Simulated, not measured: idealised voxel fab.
Name of the process module below: voxel fin reveal
Square cells of 5 nm make up the cross-section cut, whose width is 200 nm.
Cross-sections here: square-cell grids, written as top-down lists of bands, a band being one or more rows of cells.
For a band, the entry starts with two heights in nm, that of the top and then that of the bottom, and carries on with the band's materials in order from left to right, each alongside its width in nm; the word "edge to edge" beside a single material means it fills the band edge to edge, and "blank" means empty space.
Below 0: as-received wafer, all one material; heights counted from there. Lowest band: no bottom, goes on down, written "from 0 down".
So if you see something like "30->40" for the width, read it as the top row of the band sitting at the first number and the bottom row at the second, with every row in between moving by the same amount as the last.
The cross-section has no changed cell in any step marked "identical to before".
If an empty space has no open way to the top and is at least 8 cells in size, "Completely enclosed voids" lists it, written width x height at distance, where distance is measured from the left edge and every value is in nm.
If you see something after the settings on a step's line, that's the simulator's own remark about that step.
overlay nm: on a step with a mask, how far right of its planned place the mask lay; negative means left.

Process steps foreseen in the plan:
| 1 | RECEIVE (material Si) |
| 2 | CONFORMAL_DEP (material SiN; thk nm 5) |
| 3 | DIRECTIONAL_DEP (material aC; thk nm 15) |
| 4 | PATTERN (tone cover; mask id FINS; material resist; width nm 15; pitch nm 35; thk nm 35; overlay nm 0) |
| 5 | DIRECTIONAL_ETCH (etch materials aC; depth nm 15) |
| 6 | STRIP (etch materials resist) |
| 7 | DIRECTIONAL_ETCH (etch materials SiN; depth nm 5) |
| 8 | DIRECTIONAL_ETCH (etch materials Si; depth nm 35) |
| 9 | STRIP (etch materials aC) |
| 10 | OXIDIZE (depth nm 5) |
| 11 | FILL_DEP (material SiO2; thk nm 15) |
| 12 | CMP (height nm 5) |
| 13 | SELECTIVE_ETCH (etch materials SiO2; depth nm 20) |
| 14 | STRIP (etch materials SiN) |
| 15 | CONFORMAL_DEP (material SiO2; thk nm 5) |

As received (post step 1): cross-section:
  from 0 down = Si edge to edge
  Completely enclosed voids: none

The cross-section shown corresponds to the wafer at the conclusion of the module. The initial structure and the process plan are those presented above; however, one mistake occurred in executing the plan:
  from 15 to 0 = blank=65, SiO2=70, blank=65
  from 0 to -40 = SiO2=80, Si=5, SiO2=30, Si=5, SiO2=80
  from -40 down = Si edge to edge
  Completely enclosed voids: none
In executing the process, a mistake was made relative to the plan: step 15 did not happen as planned, as run it was CONFORMAL_DEP (material SiO2; thk nm 15)
